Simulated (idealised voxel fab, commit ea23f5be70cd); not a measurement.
Title: Process Module voxel ribs on slabs
190 nm wide, 5 nm square cells: that's cross-section cut.
Think of the cross-section as a grid of square cells. We describe it in bands, top to bottom, and each band covers one or more rows of those cells. A band entry consists of two parts. The first gives the height of the band's top and the height of its bottom, in nm. The rest lists the band's materials from left to right, each with its width in nm. A single material labelled with the word "full width" fills the band from edge to edge, and the word "air" marks empty space. Heads up on the height convention: 0 is the point under which the incoming wafer is all one material, and the lowest band has no bottom, it just keeps going down, like "0 -> down". The width entry "30 to 40" should be interpreted row by row: the top row of cells in the band takes the first number, the bottom row takes the second number, and the change between adjacent rows is uniform throughout. A step reported as "everything unchanged" is a step in which no cell of the cross-section changed. In the "Closed empty spaces" entry, you get each enclosed empty space of 8 cells or more, one with no open way to the top, written width x height at distance, distance from the left edge, in nm. Where a step's line continues beyond its settings, the continuation is a remark by the simulator itself on that step. What "overlay nm" on a step's line means: if the step has a mask, that mask lay this far to the right of its planned place, or, when the value is negative, to the left.

[Here's what the planned process steps look like]
step 1: RECEIVE, material Si
step 2: DIRECTIONAL_DEP, material SiO2, thk nm 30
step 3: DIRECTIONAL_DEP, material polySi, thk nm 15
step 4: MASKED_ETCH, tone cover, mask id RIB, width nm 25, etch materials polySi, depth nm 10, overlay nm 0
step 5: MASKED_ETCH, tone cover, mask id SLAB, width nm 65, etch materials polySi, depth nm 5, overlay nm 0
step 6: FILL_DEP, material SiO2, thk nm 15
step 7: CMP, height nm 55
step 8: DIRECTIONAL_DEP, material TiN, thk nm 10
step 9: PATTERN, tone cover, mask id HEATER, material resist, width nm 35, thk nm 15, overlay nm 0
step 10: DIRECTIONAL_ETCH, etch materials TiN, depth nm 10
step 11: STRIP, etch materials resist
step 12: CONFORMAL_DEP, material SiN, thk nm 10

[Cross-section of the wafer upon arrival, representing the state reached after step 1]
    0 -> down | Si full width
    Closed empty spaces: none

[First of two wafers at the end of the module, shown in cross-section; run carried out as planned]
    75 -> 65 | air (65)  SiN (55)  air (70)
    65 -> 55 | SiN (75)  TiN (35)  SiN (80)
    55 -> 45 | SiO2 full width
    45 -> 35 | SiO2 (80)  polySi (25)  SiO2 (85)
    35 -> 30 | SiO2 (60)  polySi (65)  SiO2 (65)
    30 -> 0 | SiO2 full width
    0 -> down | Si full width
    Closed empty spaces: none

[Here is the second of the two wafers cut open at the end of the module - same start, same plan as the first one, but we made one mistake running it]
    75 -> 65 | air (65)  SiN (55)  air (70)
    65 -> 55 | SiN (75)  TiN (35)  SiN (80)
    55 -> 45 | SiO2 (80 to 60)  polySi (25 to 65)  SiO2 (85 to 65)
    45 -> 30 | polySi full width
    30 -> 0 | SiO2 full width
    0 -> down | Si full width
    Closed empty spaces: none
What was the processing mistake? regarding the plan, step 3 was run twice
Count the cells at the end and the second wafer has more or fewer of some materials than the first: SiO2: 109 fewer | polySi: 109 more
